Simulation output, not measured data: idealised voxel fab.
Process module name: voxel tone inversion
The cross-section shown here is cut; it is 285 nm wide and divided into square cells measuring 5 nm on a side.
Cross-section = grid of square cells, listed top down in bands; band = one or more rows. Read a band's entry like this: the first values are the height of its top and the height of its bottom in nm, and what follows is the sequence of materials from left to right, each with its width in nm. Note that "empty" is empty space, and that a single material marked "all across" reaches across the band from edge to edge. Heads up on the height convention: 0 is the point under which the incoming wafer is all one material, and the lowest band has no bottom, it just keeps going down, like "top 0, no bottom". The width entry "30->40" should be interpreted row by row: the top row of cells in the band takes the first number, the bottom row takes the second number, and the change between adjacent rows is uniform throughout. "no modifications" for a step: no cell of the cross-section changed in that step. What "Closed empty spaces" gives you is every empty space of 8 cells or more that is cut off from the top. Each appears as width x height at distance, with the distance taken from the left edge and width, height and distance all in nm. Read whatever lies past the settings on a step's line as the simulator's own remark about the step. Regarding "overlay nm": on a step with a mask, it is the distance the mask lay to the right of its planned place; a negative value places it to the left.

The process steps that were planned are listed below:
1,RECEIVE [material Si]
2,CONFORMAL_DEP [material SiN] [thk nm 10]
3,DIRECTIONAL_DEP [material aC] [thk nm 15]
4,PATTERN [tone cover] [mask id POSTS] [material resist] [width nm 20] [pitch nm 35] [thk nm 20] [overlay nm 0]
5,DIRECTIONAL_ETCH [etch materials aC] [depth nm 15]
6,STRIP [etch materials resist]
7,FILL_DEP [material lowk] [thk nm 10]
8,CMP [height nm 25]
9,STRIP [etch materials aC]
10,CONFORMAL_DEP [material TiN] [thk nm 5]
11,FILL_DEP [material W] [thk nm 10]
12,CMP [height nm 25]
13,CONFORMAL_DEP [material SiN] [thk nm 5]

First wafer of two (run as planned):

Wafer cross-section on receipt, i.e. after step 1:
  top 0, no bottom  Si all across
  Closed empty spaces: none

Wafer after step 2 (cross-section):
  top 10, bottom 0  SiN all across
  below 0: unchanged

Wafer after step 3 (cross-section):
  top 25, bottom 10  aC all across
  below 10: unchanged

Wafer after step 4 (cross-section):
  top 45, bottom 25  115 empty / 20 resist / 15 empty / 20 resist / 115 empty
  below 25: unchanged

Wafer after step 5 (cross-section):
  top 30, bottom 25  115 empty / 20 resist / 15 empty / 20 resist / 115 empty
  top 25, bottom 10  115 empty / 20 aC / 15 empty / 20 aC / 115 empty
  below 10: unchanged

Wafer after step 6 (cross-section):
  top 25, bottom 10  115 empty / 20 aC / 15 empty / 20 aC / 115 empty
  below 10: unchanged

Wafer after step 7 (cross-section):
  top 35, bottom 25  lowk all across
  top 25, bottom 10  115 lowk / 20 aC / 15 lowk / 20 aC / 115 lowk
  below 10: unchanged

Wafer after step 8 (cross-section):
  top 25, bottom 10  115 lowk / 20 aC / 15 lowk / 20 aC / 115 lowk
  below 10: unchanged

Wafer after step 9 (cross-section):
  top 25, bottom 10  115 lowk / 20 empty / 15 lowk / 20 empty / 115 lowk
  below 10: unchanged

Wafer after step 10 (cross-section):
  top 30, bottom 25  120 TiN / 10 empty / 25 TiN / 10 empty / 120 TiN
  top 25, bottom 15  115 lowk / 5 TiN / 10 empty / 5 TiN / 15 lowk / 5 TiN / 10 empty / 5 TiN / 115 lowk
  top 15, bottom 10  115 lowk / 20 TiN / 15 lowk / 20 TiN / 115 lowk
  below 10: unchanged

Wafer after step 11 (cross-section):
  top 40, bottom 30  W all across
  top 30, bottom 25  120 TiN / 10 W / 25 TiN / 10 W / 120 TiN
  top 25, bottom 15  115 lowk / 5 TiN / 10 W / 5 TiN / 15 lowk / 5 TiN / 10 W / 5 TiN / 115 lowk
  below 15: unchanged

Wafer after step 12 (cross-section):
  top 25, bottom 15  115 lowk / 5 TiN / 10 W / 5 TiN / 15 lowk / 5 TiN / 10 W / 5 TiN / 115 lowk
  below 15: unchanged

Wafer after step 13 (cross-section):
  top 30, bottom 25  SiN all across
  below 25: unchanged

Second wafer. Start and plan as for the first. One mistake made in running. Agrees with the first up to and including step 3:

Cross-section, second wafer, at the end time the plan gives for step 4:
  top 45, bottom 25  115 resist / 20 empty / 15 resist / 20 empty / 115 resist
  below 25: unchanged

Cross-section, second wafer, at the end time the plan gives for step 5:
  top 30, bottom 25  115 resist / 20 empty / 15 resist / 20 empty / 115 resist
  top 25, bottom 10  115 aC / 20 empty / 15 aC / 20 empty / 115 aC
  below 10: unchanged

Cross-section, second wafer, at the end time the plan gives for step 6:
  top 25, bottom 10  115 aC / 20 empty / 15 aC / 20 empty / 115 aC
  below 10: unchanged

Cross-section, second wafer, at the end time the plan gives for step 7:
  top 35, bottom 25  lowk all across
  top 25, bottom 10  115 aC / 20 lowk / 15 aC / 20 lowk / 115 aC
  below 10: unchanged

Cross-section, second wafer, at the end time the plan gives for step 8:
  top 25, bottom 10  115 aC / 20 lowk / 15 aC / 20 lowk / 115 aC
  below 10: unchanged

Cross-section, second wafer, at the end time the plan gives for step 9:
  top 25, bottom 10  115 empty / 20 lowk / 15 empty / 20 lowk / 115 empty
  below 10: unchanged

Cross-section, second wafer, at the end time the plan gives for step 10:
  top 30, bottom 25  110 empty / 30 TiN / 5 empty / 30 TiN / 110 empty
  top 25, bottom 15  110 empty / 5 TiN / 20 lowk / 5 TiN / 5 empty / 5 TiN / 20 lowk / 5 TiN / 110 empty
  top 15, bottom 10  115 TiN / 20 lowk / 15 TiN / 20 lowk / 115 TiN
  below 10: unchanged

Cross-section, second wafer, at the end time the plan gives for step 11:
  top 40, bottom 30  W all across
  top 30, bottom 25  110 W / 30 TiN / 5 W / 30 TiN / 110 W
  top 25, bottom 15  110 W / 5 TiN / 20 lowk / 5 TiN / 5 W / 5 TiN / 20 lowk / 5 TiN / 110 W
  below 15: unchanged

Cross-section, second wafer, at the end time the plan gives for step 12:
  top 25, bottom 15  110 W / 5 TiN / 20 lowk / 5 TiN / 5 W / 5 TiN / 20 lowk / 5 TiN / 110 W
  below 15: unchanged

Cross-section, second wafer, at the end time the plan gives for step 13:
  top 30, bottom 25  SiN all across
  below 25: unchanged
Misprocessing identified: step 4, actual vs plan mismatch, actual run PATTERN [tone open] [mask id POSTS] [material resist] [width nm 20] [pitch nm 35] [thk nm 20] [overlay nm 0]
at the end the second wafer has, in cells: +41 TiN, +82 W, -123 lowk
